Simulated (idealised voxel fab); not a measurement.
process module | voxel transistor to metal
cross-section cut | 170 nm wide | cells 5 nm
A cross-section is a grid of square cells, given in bands from the top down. A band is one or more rows of cells.
Each band's line starts with the height of the band's top and of its bottom, in nm. Then come its materials from left to right, each with its width in nm. One material with "throughout" fills the band from edge to edge. "air" is empty space.
Height 0 is the level under which the wafer as received is all one material. The lowest band goes on downwards, as in "0 down".
A width such as "30 to 40" changes by the same amount from each row of cells to the next, from the band's top row to its bottom row.
"no change" after a step means that no cell of the cross-section changed.
closed voids: empty space of 8 cells or more with no open way to the top, each as width x height at its distance from the left edge, in nm
after a step's settings: what the simulator itself notes on the step
overlay nm, on a step with a mask: how far to the right of its planned place the mask lay; to the left if negative
plan
1 op RECEIVE | material Si
2 op OXIDIZE | depth nm 5
3 op CONFORMAL_DEP | material SiN | thk nm 10
4 op MASKED_ETCH | tone cover | mask id ACTIVE | width nm 110 | etch materials SiN | depth nm 10 | overlay nm 0
5 op MASKED_ETCH | tone cover | mask id ACTIVE | width nm 110 | etch materials SiO2 | depth nm 5 | overlay nm 0
6 op MASKED_ETCH | tone cover | mask id ACTIVE | width nm 110 | etch materials Si | depth nm 20 | overlay nm 0
7 op OXIDIZE | depth nm 5
8 op FILL_DEP | material SiO2 | thk nm 15
9 op CMP | height nm 10
10 op SELECTIVE_ETCH | etch materials SiO2 | depth nm 10
11 op STRIP | etch materials SiN
12 op SELECTIVE_ETCH | etch materials SiO2 | depth nm 5
13 op OXIDIZE | depth nm 5
14 op DIRECTIONAL_DEP | material polySi | thk nm 20
15 op DIRECTIONAL_DEP | material SiCN | thk nm 10
16 op DIRECTIONAL_DEP | material aC | thk nm 15
17 op PATTERN | tone cover | mask id GATE | material resist | width nm 30 | thk nm 35 | overlay nm 0
18 op DIRECTIONAL_ETCH | etch materials aC | depth nm 15
19 op STRIP | etch materials resist
20 op DIRECTIONAL_ETCH | etch materials SiCN | depth nm 20
21 op DIRECTIONAL_ETCH | etch materials polySi | depth nm 30
22 op STRIP | etch materials aC
23 op CONFORMAL_DEP | material SiO2 | thk nm 5
24 op DIRECTIONAL_ETCH | etch materials SiO2 | depth nm 5
25 op CONFORMAL_DEP | material SiN | thk nm 5
26 op DIRECTIONAL_ETCH | etch materials SiN | depth nm 5
27 op DIRECTIONAL_ETCH | etch materials SiO2 | depth nm 5
28 op DIRECTIONAL_ETCH | etch materials Si | depth nm 10
29 op EPI | material SiGe | thk nm 15
30 op FILL_DEP | material SiO2 | thk nm 10
31 op CMP | height nm 15
32 op STRIP | etch materials polySi
33 op SELECTIVE_ETCH | etch materials SiO2 | depth nm 5
34 op CONFORMAL_DEP | material HfO2 | thk nm 5
35 op CONFORMAL_DEP | material TiN | thk nm 5
36 op FILL_DEP | material W | thk nm 5
37 op CMP | height nm 10
38 op DIRECTIONAL_DEP | material SiO2 | thk nm 10
39 op MASKED_ETCH | tone open | mask id CONTACT | width nm 20 | pitch nm 80 | etch materials SiO2 | depth nm 25 | overlay nm 0
40 op CONFORMAL_DEP | material TiN | thk nm 5
41 op FILL_DEP | material W | thk nm 10
42 op CMP | height nm 20
43 op DIRECTIONAL_DEP | material TiN | thk nm 5
44 op DIRECTIONAL_DEP | material W | thk nm 20
45 op PATTERN | tone cover | mask id METAL_1 | material resist | width nm 20 | pitch nm 80 | thk nm 20 | overlay nm 0
46 op DIRECTIONAL_ETCH | etch materials W | depth nm 20
47 op DIRECTIONAL_ETCH | etch materials TiN | depth nm 5
48 op STRIP | etch materials resist
49 op CONFORMAL_DEP | material SiN | thk nm 5
50 op FILL_DEP | material lowk | thk nm 10
51 op CMP | height nm 45
52 op CONFORMAL_DEP | material SiN | thk nm 5
first wafer, as planned
as received, after step 1
  0 down: Si throughout
  closed voids: none
after step 2
  0 to -5: SiO2 throughout
  below -5: unchanged
after step 3
  10 to 0: SiN throughout
  below 0: unchanged
after step 4
  10 to 0: air 30 | SiN 110 | air 30
  below 0: unchanged
after step 5
  10 to 0: air 30 | SiN 110 | air 30
  0 to -5: air 30 | SiO2 110 | air 30
  below -5: unchanged
after step 6
  10 to 0: air 30 | SiN 110 | air 30
  0 to -5: air 30 | SiO2 110 | air 30
  -5 to -25: air 30 | Si 110 | air 30
  below -25: unchanged
after step 7
  10 to 0: air 30 | SiN 110 | air 30
  0 to -5: air 30 | SiO2 110 | air 30
  -5 to -25: air 30 | SiO2 5 | Si 100 | SiO2 5 | air 30
  -25 to -30: SiO2 35 | Si 100 | SiO2 35
  below -30: unchanged
after step 8
  25 to 10: SiO2 throughout
  10 to 0: SiO2 30 | SiN 110 | SiO2 30
  0 to -5: SiO2 throughout
  -5 to -30: SiO2 35 | Si 100 | SiO2 35
  below -30: unchanged
after step 9
  10 to 0: SiO2 30 | SiN 110 | SiO2 30
  below 0: unchanged
after step 10
  10 to 0: air 30 | SiN 110 | air 30
  below 0: unchanged
after step 11
  0 to -5: SiO2 throughout
  below -5: unchanged
after step 12
  -5 to -30: SiO2 35 | Si 100 | SiO2 35
  below -30: unchanged
after step 13
  -5 to -10: SiO2 throughout
  below -10: unchanged
after step 14
  15 to -5: polySi throughout
  below -5: unchanged
after step 15
  25 to 15: SiCN throughout
  below 15: unchanged
after step 16
  40 to 25: aC throughout
  below 25: unchanged
after step 17
  75 to 40: air 70 | resist 30 | air 70
  below 40: unchanged
after step 18
  60 to 40: air 70 | resist 30 | air 70
  40 to 25: air 70 | aC 30 | air 70
  below 25: unchanged
after step 19
  40 to 25: air 70 | aC 30 | air 70
  below 25: unchanged
after step 20
  40 to 25: air 70 | aC 30 | air 70
  25 to 15: air 70 | SiCN 30 | air 70
  below 15: unchanged
after step 21
  40 to 25: air 70 | aC 30 | air 70
  25 to 15: air 70 | SiCN 30 | air 70
  15 to -5: air 70 | polySi 30 | air 70
  below -5: unchanged
after step 22
  25 to 15: air 70 | SiCN 30 | air 70
  below 15: unchanged
after step 23
  30 to 25: air 65 | SiO2 40 | air 65
  25 to 15: air 65 | SiO2 5 | SiCN 30 | SiO2 5 | air 65
  15 to 0: air 65 | SiO2 5 | polySi 30 | SiO2 5 | air 65
  0 to -5: SiO2 70 | polySi 30 | SiO2 70
  below -5: unchanged
after step 24
  25 to 15: air 65 | SiO2 5 | SiCN 30 | SiO2 5 | air 65
  15 to -5: air 65 | SiO2 5 | polySi 30 | SiO2 5 | air 65
  below -5: unchanged
after step 25
  30 to 25: air 60 | SiN 50 | air 60
  25 to 15: air 60 | SiN 5 | SiO2 5 | SiCN 30 | SiO2 5 | SiN 5 | air 60
  15 to 0: air 60 | SiN 5 | SiO2 5 | polySi 30 | SiO2 5 | SiN 5 | air 60
  0 to -5: SiN 65 | SiO2 5 | polySi 30 | SiO2 5 | SiN 65
  below -5: unchanged
after step 26
  25 to 15: air 60 | SiN 5 | SiO2 5 | SiCN 30 | SiO2 5 | SiN 5 | air 60
  15 to -5: air 60 | SiN 5 | SiO2 5 | polySi 30 | SiO2 5 | SiN 5 | air 60
  below -5: unchanged
after step 27
  25 to 20: air 60 | SiN 5 | air 5 | SiCN 30 | air 5 | SiN 5 | air 60
  20 to 15: air 60 | SiN 5 | SiO2 5 | SiCN 30 | SiO2 5 | SiN 5 | air 60
  15 to -5: air 60 | SiN 5 | SiO2 5 | polySi 30 | SiO2 5 | SiN 5 | air 60
  -5 to -10: air 60 | SiO2 50 | air 60
  below -10: unchanged
after step 28
  25 to 20: air 60 | SiN 5 | air 5 | SiCN 30 | air 5 | SiN 5 | air 60
  20 to 15: air 60 | SiN 5 | SiO2 5 | SiCN 30 | SiO2 5 | SiN 5 | air 60
  15 to -5: air 60 | SiN 5 | SiO2 5 | polySi 30 | SiO2 5 | SiN 5 | air 60
  -5 to -10: air 60 | SiO2 50 | air 60
  -10 to -20: SiO2 35 | air 25 | Si 50 | air 25 | SiO2 35
  below -20: unchanged
after step 29
  25 to 20: air 60 | SiN 5 | air 5 | SiCN 30 | air 5 | SiN 5 | air 60
  20 to 15: air 60 | SiN 5 | SiO2 5 | SiCN 30 | SiO2 5 | SiN 5 | air 60
  15 to 5: air 60 | SiN 5 | SiO2 5 | polySi 30 | SiO2 5 | SiN 5 | air 60
  5 to -5: air 45 | SiGe 15 | SiN 5 | SiO2 5 | polySi 30 | SiO2 5 | SiN 5 | SiGe 15 | air 45
  -5 to -10: air 30 | SiGe 30 | SiO2 50 | SiGe 30 | air 30
  -10 to -20: SiO2 35 | SiGe 25 | Si 50 | SiGe 25 | SiO2 35
  below -20: unchanged
after step 30
  35 to 25: SiO2 throughout
  25 to 15: SiO2 60 | SiN 5 | SiO2 5 | SiCN 30 | SiO2 5 | SiN 5 | SiO2 60
  15 to 5: SiO2 60 | SiN 5 | SiO2 5 | polySi 30 | SiO2 5 | SiN 5 | SiO2 60
  5 to -5: SiO2 45 | SiGe 15 | SiN 5 | SiO2 5 | polySi 30 | SiO2 5 | SiN 5 | SiGe 15 | SiO2 45
  -5 to -10: SiO2 30 | SiGe 30 | SiO2 50 | SiGe 30 | SiO2 30
  below -10: unchanged
after step 31
  15 to 5: SiO2 60 | SiN 5 | SiO2 5 | polySi 30 | SiO2 5 | SiN 5 | SiO2 60
  below 5: unchanged
after step 32
  15 to 5: SiO2 60 | SiN 5 | SiO2 5 | air 30 | SiO2 5 | SiN 5 | SiO2 60
  5 to -5: SiO2 45 | SiGe 15 | SiN 5 | SiO2 5 | air 30 | SiO2 5 | SiN 5 | SiGe 15 | SiO2 45
  below -5: unchanged
after step 33
  15 to 10: air 60 | SiN 5 | air 40 | SiN 5 | air 60
  10 to 5: SiO2 60 | SiN 5 | air 40 | SiN 5 | SiO2 60
  5 to -5: SiO2 45 | SiGe 15 | SiN 5 | air 40 | SiN 5 | SiGe 15 | SiO2 45
  -5 to -10: SiO2 30 | SiGe 30 | SiO2 5 | air 40 | SiO2 5 | SiGe 30 | SiO2 30
  below -10: unchanged
after step 34
  20 to 15: air 55 | HfO2 15 | air 30 | HfO2 15 | air 55
  15 to 10: HfO2 60 | SiN 5 | HfO2 5 | air 30 | HfO2 5 | SiN 5 | HfO2 60
  10 to 5: SiO2 60 | SiN 5 | HfO2 5 | air 30 | HfO2 5 | SiN 5 | SiO2 60
  5 to -5: SiO2 45 | SiGe 15 | SiN 5 | HfO2 5 | air 30 | HfO2 5 | SiN 5 | SiGe 15 | SiO2 45
  -5 to -10: SiO2 30 | SiGe 30 | SiO2 5 | HfO2 40 | SiO2 5 | SiGe 30 | SiO2 30
  below -10: unchanged
after step 35
  25 to 20: air 50 | TiN 25 | air 20 | TiN 25 | air 50
  20 to 15: TiN 55 | HfO2 15 | TiN 5 | air 20 | TiN 5 | HfO2 15 | TiN 55
  15 to 10: HfO2 60 | SiN 5 | HfO2 5 | TiN 5 | air 20 | TiN 5 | HfO2 5 | SiN 5 | HfO2 60
  10 to 5: SiO2 60 | SiN 5 | HfO2 5 | TiN 5 | air 20 | TiN 5 | HfO2 5 | SiN 5 | SiO2 60
  5 to 0: SiO2 45 | SiGe 15 | SiN 5 | HfO2 5 | TiN 5 | air 20 | TiN 5 | HfO2 5 | SiN 5 | SiGe 15 | SiO2 45
  0 to -5: SiO2 45 | SiGe 15 | SiN 5 | HfO2 5 | TiN 30 | HfO2 5 | SiN 5 | SiGe 15 | SiO2 45
  below -5: unchanged
after step 36
  30 to 25: W throughout
  25 to 20: W 50 | TiN 25 | W 20 | TiN 25 | W 50
  20 to 15: TiN 55 | HfO2 15 | TiN 5 | W 20 | TiN 5 | HfO2 15 | TiN 55
  15 to 10: HfO2 60 | SiN 5 | HfO2 5 | TiN 5 | W 20 | TiN 5 | HfO2 5 | SiN 5 | HfO2 60
  10 to 5: SiO2 60 | SiN 5 | HfO2 5 | TiN 5 | W 20 | TiN 5 | HfO2 5 | SiN 5 | SiO2 60
  5 to 0: SiO2 45 | SiGe 15 | SiN 5 | HfO2 5 | TiN 5 | W 20 | TiN 5 | HfO2 5 | SiN 5 | SiGe 15 | SiO2 45
  below 0: unchanged
after step 37
  10 to 5: SiO2 60 | SiN 5 | HfO2 5 | TiN 5 | W 20 | TiN 5 | HfO2 5 | SiN 5 | SiO2 60
  below 5: unchanged
after step 38
  20 to 10: SiO2 throughout
  below 10: unchanged
after step 39
  20 to 10: SiO2 35 | air 20 | SiO2 60 | air 20 | SiO2 35
  10 to 5: SiO2 35 | air 20 | SiO2 5 | SiN 5 | HfO2 5 | TiN 5 | W 20 | TiN 5 | HfO2 5 | SiN 5 | SiO2 5 | air 20 | SiO2 35
  5 to 0: SiO2 35 | air 10 | SiGe 15 | SiN 5 | HfO2 5 | TiN 5 | W 20 | TiN 5 | HfO2 5 | SiN 5 | SiGe 15 | air 10 | SiO2 35
  0 to -5: SiO2 35 | air 10 | SiGe 15 | SiN 5 | HfO2 5 | TiN 30 | HfO2 5 | SiN 5 | SiGe 15 | air 10 | SiO2 35
  below -5: unchanged
after step 40
  25 to 20: TiN 40 | air 10 | TiN 70 | air 10 | TiN 40
  20 to 10: SiO2 35 | TiN 5 | air 10 | TiN 5 | SiO2 60 | TiN 5 | air 10 | TiN 5 | SiO2 35
  10 to 5: SiO2 35 | TiN 20 | SiO2 5 | SiN 5 | HfO2 5 | TiN 5 | W 20 | TiN 5 | HfO2 5 | SiN 5 | SiO2 5 | TiN 20 | SiO2 35
  5 to 0: SiO2 35 | TiN 10 | SiGe 15 | SiN 5 | HfO2 5 | TiN 5 | W 20 | TiN 5 | HfO2 5 | SiN 5 | SiGe 15 | TiN 10 | SiO2 35
  0 to -5: SiO2 35 | TiN 10 | SiGe 15 | SiN 5 | HfO2 5 | TiN 30 | HfO2 5 | SiN 5 | SiGe 15 | TiN 10 | SiO2 35
  below -5: unchanged
after step 41
  35 to 25: W throughout
  25 to 20: TiN 40 | W 10 | TiN 70 | W 10 | TiN 40
  20 to 10: SiO2 35 | TiN 5 | W 10 | TiN 5 | SiO2 60 | TiN 5 | W 10 | TiN 5 | SiO2 35
  below 10: unchanged
after step 42
  20 to 10: SiO2 35 | TiN 5 | W 10 | TiN 5 | SiO2 60 | TiN 5 | W 10 | TiN 5 | SiO2 35
  below 10: unchanged
after step 43
  25 to 20: TiN throughout
  below 20: unchanged
after step 44
  45 to 25: W throughout
  below 25: unchanged
after step 45
  65 to 45: air 35 | resist 20 | air 60 | resist 20 | air 35
  below 45: unchanged
after step 46
  65 to 45: air 35 | resist 20 | air 60 | resist 20 | air 35
  45 to 25: air 35 | W 20 | air 60 | W 20 | air 35
  below 25: unchanged
after step 47
  65 to 45: air 35 | resist 20 | air 60 | resist 20 | air 35
  45 to 25: air 35 | W 20 | air 60 | W 20 | air 35
  25 to 20: air 35 | TiN 20 | air 60 | TiN 20 | air 35
  below 20: unchanged
after step 48
  45 to 25: air 35 | W 20 | air 60 | W 20 | air 35
  below 25: unchanged
after step 49
  50 to 45: air 30 | SiN 30 | air 50 | SiN 30 | air 30
  45 to 25: air 30 | SiN 5 | W 20 | SiN 5 | air 50 | SiN 5 | W 20 | SiN 5 | air 30
  25 to 20: SiN 35 | TiN 20 | SiN 60 | TiN 20 | SiN 35
  below 20: unchanged
after step 50
  60 to 50: lowk throughout
  50 to 45: lowk 30 | SiN 30 | lowk 50 | SiN 30 | lowk 30
  45 to 25: lowk 30 | SiN 5 | W 20 | SiN 5 | lowk 50 | SiN 5 | W 20 | SiN 5 | lowk 30
  below 25: unchanged
after step 51
  45 to 25: lowk 30 | SiN 5 | W 20 | SiN 5 | lowk 50 | SiN 5 | W 20 | SiN 5 | lowk 30
  below 25: unchanged
after step 52
  50 to 45: SiN throughout
  below 45: unchanged
second wafer: like start, like plan, one mistake. Through step 10 it matches the first wafer
when step 11 should have ended
  10 to 0: air 30 | SiN 110 | air 30
  0 to -5: air 35 | SiO2 100 | air 35
  below -5: unchanged
when step 12 should have ended
  0 to -5: air 35 | SiO2 100 | air 35
  below -5: unchanged
when step 13 should have ended: no change
when step 14 should have ended
  20 to 15: air 35 | polySi 100 | air 35
  15 to 0: polySi throughout
  0 to -5: polySi 35 | SiO2 100 | polySi 35
  below -5: unchanged
when step 15 should have ended
  30 to 25: air 35 | SiCN 100 | air 35
  25 to 20: SiCN throughout
  20 to 15: SiCN 35 | polySi 100 | SiCN 35
  below 15: unchanged
when step 16 should have ended
  45 to 40: air 35 | aC 100 | air 35
  40 to 30: aC throughout
  30 to 25: aC 35 | SiCN 100 | aC 35
  below 25: unchanged
when step 17 should have ended
  80 to 45: air 70 | resist 30 | air 70
  below 45: unchanged
when step 18 should have ended
  65 to 45: air 70 | resist 30 | air 70
  45 to 30: air 70 | aC 30 | air 70
  30 to 25: air 35 | SiCN 100 | air 35
  below 25: unchanged
when step 19 should have ended
  45 to 30: air 70 | aC 30 | air 70
  below 30: unchanged
when step 20 should have ended
  45 to 30: air 70 | aC 30 | air 70
  30 to 20: air 70 | SiCN 30 | air 70
  20 to 15: air 35 | polySi 100 | air 35
  below 15: unchanged
when step 21 should have ended
  45 to 30: air 70 | aC 30 | air 70
  30 to 20: air 70 | SiCN 30 | air 70
  20 to 0: air 70 | polySi 30 | air 70
  0 to -5: air 35 | SiO2 100 | air 35
  below -5: unchanged
when step 22 should have ended
  30 to 20: air 70 | SiCN 30 | air 70
  below 20: unchanged
when step 23 should have ended
  35 to 30: air 65 | SiO2 40 | air 65
  30 to 20: air 65 | SiO2 5 | SiCN 30 | SiO2 5 | air 65
  20 to 5: air 65 | SiO2 5 | polySi 30 | SiO2 5 | air 65
  5 to 0: air 30 | SiO2 40 | polySi 30 | SiO2 40 | air 30
  0 to -5: SiO2 throughout
  below -5: unchanged
when step 24 should have ended
  30 to 20: air 65 | SiO2 5 | SiCN 30 | SiO2 5 | air 65
  20 to 0: air 65 | SiO2 5 | polySi 30 | SiO2 5 | air 65
  0 to -5: air 30 | SiO2 110 | air 30
  below -5: unchanged
when step 25 should have ended
  35 to 30: air 60 | SiN 50 | air 60
  30 to 20: air 60 | SiN 5 | SiO2 5 | SiCN 30 | SiO2 5 | SiN 5 | air 60
  20 to 5: air 60 | SiN 5 | SiO2 5 | polySi 30 | SiO2 5 | SiN 5 | air 60
  5 to 0: air 25 | SiN 40 | SiO2 5 | polySi 30 | SiO2 5 | SiN 40 | air 25
  0 to -5: SiN 30 | SiO2 110 | SiN 30
  below -5: unchanged
when step 26 should have ended
  30 to 20: air 60 | SiN 5 | SiO2 5 | SiCN 30 | SiO2 5 | SiN 5 | air 60
  20 to 0: air 60 | SiN 5 | SiO2 5 | polySi 30 | SiO2 5 | SiN 5 | air 60
  0 to -5: air 25 | SiN 5 | SiO2 110 | SiN 5 | air 25
  below -5: unchanged
when step 27 should have ended
  30 to 25: air 60 | SiN 5 | air 5 | SiCN 30 | air 5 | SiN 5 | air 60
  25 to 20: air 60 | SiN 5 | SiO2 5 | SiCN 30 | SiO2 5 | SiN 5 | air 60
  20 to 0: air 60 | SiN 5 | SiO2 5 | polySi 30 | SiO2 5 | SiN 5 | air 60
  0 to -5: air 25 | SiN 5 | air 30 | SiO2 50 | air 30 | SiN 5 | air 25
  -5 to -10: air 25 | SiO2 10 | Si 100 | SiO2 10 | air 25
  below -10: unchanged
when step 28 should have ended
  30 to 25: air 60 | SiN 5 | air 5 | SiCN 30 | air 5 | SiN 5 | air 60
  25 to 20: air 60 | SiN 5 | SiO2 5 | SiCN 30 | SiO2 5 | SiN 5 | air 60
  20 to 0: air 60 | SiN 5 | SiO2 5 | polySi 30 | SiO2 5 | SiN 5 | air 60
  0 to -5: air 25 | SiN 5 | air 30 | SiO2 50 | air 30 | SiN 5 | air 25
  -5 to -10: air 25 | SiO2 10 | air 25 | Si 50 | air 25 | SiO2 10 | air 25
  -10 to -15: SiO2 35 | air 25 | Si 50 | air 25 | SiO2 35
  below -15: unchanged
when step 29 should have ended
  30 to 25: air 60 | SiN 5 | air 5 | SiCN 30 | air 5 | SiN 5 | air 60
  25 to 20: air 60 | SiN 5 | SiO2 5 | SiCN 30 | SiO2 5 | SiN 5 | air 60
  20 to 10: air 60 | SiN 5 | SiO2 5 | polySi 30 | SiO2 5 | SiN 5 | air 60
  10 to 0: air 45 | SiGe 15 | SiN 5 | SiO2 5 | polySi 30 | SiO2 5 | SiN 5 | SiGe 15 | air 45
  0 to -5: air 25 | SiN 5 | SiGe 30 | SiO2 50 | SiGe 30 | SiN 5 | air 25
  -5 to -10: air 25 | SiO2 10 | SiGe 25 | Si 50 | SiGe 25 | SiO2 10 | air 25
  -10 to -15: SiO2 35 | SiGe 25 | Si 50 | SiGe 25 | SiO2 35
  below -15: unchanged
when step 30 should have ended
  40 to 30: SiO2 throughout
  30 to 20: SiO2 60 | SiN 5 | SiO2 5 | SiCN 30 | SiO2 5 | SiN 5 | SiO2 60
  20 to 10: SiO2 60 | SiN 5 | SiO2 5 | polySi 30 | SiO2 5 | SiN 5 | SiO2 60
  10 to 0: SiO2 45 | SiGe 15 | SiN 5 | SiO2 5 | polySi 30 | SiO2 5 | SiN 5 | SiGe 15 | SiO2 45
  0 to -5: SiO2 25 | SiN 5 | SiGe 30 | SiO2 50 | SiGe 30 | SiN 5 | SiO2 25
  -5 to -15: SiO2 35 | SiGe 25 | Si 50 | SiGe 25 | SiO2 35
  below -15: unchanged
when step 31 should have ended
  15 to 10: SiO2 60 | SiN 5 | SiO2 5 | polySi 30 | SiO2 5 | SiN 5 | SiO2 60
  below 10: unchanged
when step 32 should have ended
  15 to 10: SiO2 60 | SiN 5 | SiO2 5 | air 30 | SiO2 5 | SiN 5 | SiO2 60
  10 to 0: SiO2 45 | SiGe 15 | SiN 5 | SiO2 5 | air 30 | SiO2 5 | SiN 5 | SiGe 15 | SiO2 45
  below 0: unchanged
when step 33 should have ended
  15 to 10: air 60 | SiN 5 | air 40 | SiN 5 | air 60
  10 to 0: SiO2 45 | SiGe 15 | SiN 5 | air 40 | SiN 5 | SiGe 15 | SiO2 45
  0 to -5: SiO2 25 | SiN 5 | SiGe 30 | SiO2 5 | air 40 | SiO2 5 | SiGe 30 | SiN 5 | SiO2 25
  below -5: unchanged
when step 34 should have ended
  20 to 15: air 55 | HfO2 15 | air 30 | HfO2 15 | air 55
  15 to 10: HfO2 60 | SiN 5 | HfO2 5 | air 30 | HfO2 5 | SiN 5 | HfO2 60
  10 to 0: SiO2 45 | SiGe 15 | SiN 5 | HfO2 5 | air 30 | HfO2 5 | SiN 5 | SiGe 15 | SiO2 45
  0 to -5: SiO2 25 | SiN 5 | SiGe 30 | SiO2 5 | HfO2 40 | SiO2 5 | SiGe 30 | SiN 5 | SiO2 25
  below -5: unchanged
when step 35 should have ended
  25 to 20: air 50 | TiN 25 | air 20 | TiN 25 | air 50
  20 to 15: TiN 55 | HfO2 15 | TiN 5 | air 20 | TiN 5 | HfO2 15 | TiN 55
  15 to 10: HfO2 60 | SiN 5 | HfO2 5 | TiN 5 | air 20 | TiN 5 | HfO2 5 | SiN 5 | HfO2 60
  10 to 5: SiO2 45 | SiGe 15 | SiN 5 | HfO2 5 | TiN 5 | air 20 | TiN 5 | HfO2 5 | SiN 5 | SiGe 15 | SiO2 45
  5 to 0: SiO2 45 | SiGe 15 | SiN 5 | HfO2 5 | TiN 30 | HfO2 5 | SiN 5 | SiGe 15 | SiO2 45
  below 0: unchanged
when step 36 should have ended
  30 to 25: W throughout
  25 to 20: W 50 | TiN 25 | W 20 | TiN 25 | W 50
  20 to 15: TiN 55 | HfO2 15 | TiN 5 | W 20 | TiN 5 | HfO2 15 | TiN 55
  15 to 10: HfO2 60 | SiN 5 | HfO2 5 | TiN 5 | W 20 | TiN 5 | HfO2 5 | SiN 5 | HfO2 60
  10 to 5: SiO2 45 | SiGe 15 | SiN 5 | HfO2 5 | TiN 5 | W 20 | TiN 5 | HfO2 5 | SiN 5 | SiGe 15 | SiO2 45
  below 5: unchanged
when step 37 should have ended
  10 to 5: SiO2 45 | SiGe 15 | SiN 5 | HfO2 5 | TiN 5 | W 20 | TiN 5 | HfO2 5 | SiN 5 | SiGe 15 | SiO2 45
  below 5: unchanged
when step 38 should have ended
  20 to 10: SiO2 throughout
  below 10: unchanged
when step 39 should have ended
  20 to 10: SiO2 35 | air 20 | SiO2 60 | air 20 | SiO2 35
  10 to 5: SiO2 35 | air 10 | SiGe 15 | SiN 5 | HfO2 5 | TiN 5 | W 20 | TiN 5 | HfO2 5 | SiN 5 | SiGe 15 | air 10 | SiO2 35
  5 to 0: SiO2 35 | air 10 | SiGe 15 | SiN 5 | HfO2 5 | TiN 30 | HfO2 5 | SiN 5 | SiGe 15 | air 10 | SiO2 35
  below 0: unchanged
when step 40 should have ended
  25 to 20: TiN 40 | air 10 | TiN 70 | air 10 | TiN 40
  20 to 15: SiO2 35 | TiN 5 | air 10 | TiN 5 | SiO2 60 | TiN 5 | air 10 | TiN 5 | SiO2 35
  15 to 10: SiO2 35 | TiN 20 | SiO2 60 | TiN 20 | SiO2 35
  10 to 5: SiO2 35 | TiN 10 | SiGe 15 | SiN 5 | HfO2 5 | TiN 5 | W 20 | TiN 5 | HfO2 5 | SiN 5 | SiGe 15 | TiN 10 | SiO2 35
  5 to 0: SiO2 35 | TiN 10 | SiGe 15 | SiN 5 | HfO2 5 | TiN 30 | HfO2 5 | SiN 5 | SiGe 15 | TiN 10 | SiO2 35
  below 0: unchanged
when step 41 should have ended
  35 to 25: W throughout
  25 to 20: TiN 40 | W 10 | TiN 70 | W 10 | TiN 40
  20 to 15: SiO2 35 | TiN 5 | W 10 | TiN 5 | SiO2 60 | TiN 5 | W 10 | TiN 5 | SiO2 35
  below 15: unchanged
when step 42 should have ended
  20 to 15: SiO2 35 | TiN 5 | W 10 | TiN 5 | SiO2 60 | TiN 5 | W 10 | TiN 5 | SiO2 35
  below 15: unchanged
when step 43 should have ended
  25 to 20: TiN throughout
  below 20: unchanged
when step 44 should have ended
  45 to 25: W throughout
  below 25: unchanged
when step 45 should have ended
  65 to 45: air 35 | resist 20 | air 60 | resist 20 | air 35
  below 45: unchanged
when step 46 should have ended
  65 to 45: air 35 | resist 20 | air 60 | resist 20 | air 35
  45 to 25: air 35 | W 20 | air 60 | W 20 | air 35
  below 25: unchanged
when step 47 should have ended
  65 to 45: air 35 | resist 20 | air 60 | resist 20 | air 35
  45 to 25: air 35 | W 20 | air 60 | W 20 | air 35
  25 to 20: air 35 | TiN 20 | air 60 | TiN 20 | air 35
  below 20: unchanged
when step 48 should have ended
  45 to 25: air 35 | W 20 | air 60 | W 20 | air 35
  below 25: unchanged
when step 49 should have ended
  50 to 45: air 30 | SiN 30 | air 50 | SiN 30 | air 30
  45 to 25: air 30 | SiN 5 | W 20 | SiN 5 | air 50 | SiN 5 | W 20 | SiN 5 | air 30
  25 to 20: SiN 35 | TiN 20 | SiN 60 | TiN 20 | SiN 35
  below 20: unchanged
when step 50 should have ended
  60 to 50: lowk throughout
  50 to 45: lowk 30 | SiN 30 | lowk 50 | SiN 30 | lowk 30
  45 to 25: lowk 30 | SiN 5 | W 20 | SiN 5 | lowk 50 | SiN 5 | W 20 | SiN 5 | lowk 30
  below 25: unchanged
when step 51 should have ended
  45 to 25: lowk 30 | SiN 5 | W 20 | SiN 5 | lowk 50 | SiN 5 | W 20 | SiN 5 | lowk 30
  below 25: unchanged
when step 52 should have ended
  50 to 45: SiN throughout
  below 45: unchanged
what went wrong: steps 11 and 12 were swapped
at the end the second wafer has, in cells: 2 fewer of HfO2 | 20 more of Si | 4 fewer of SiO2 | 6 fewer of TiN | 8 fewer of W
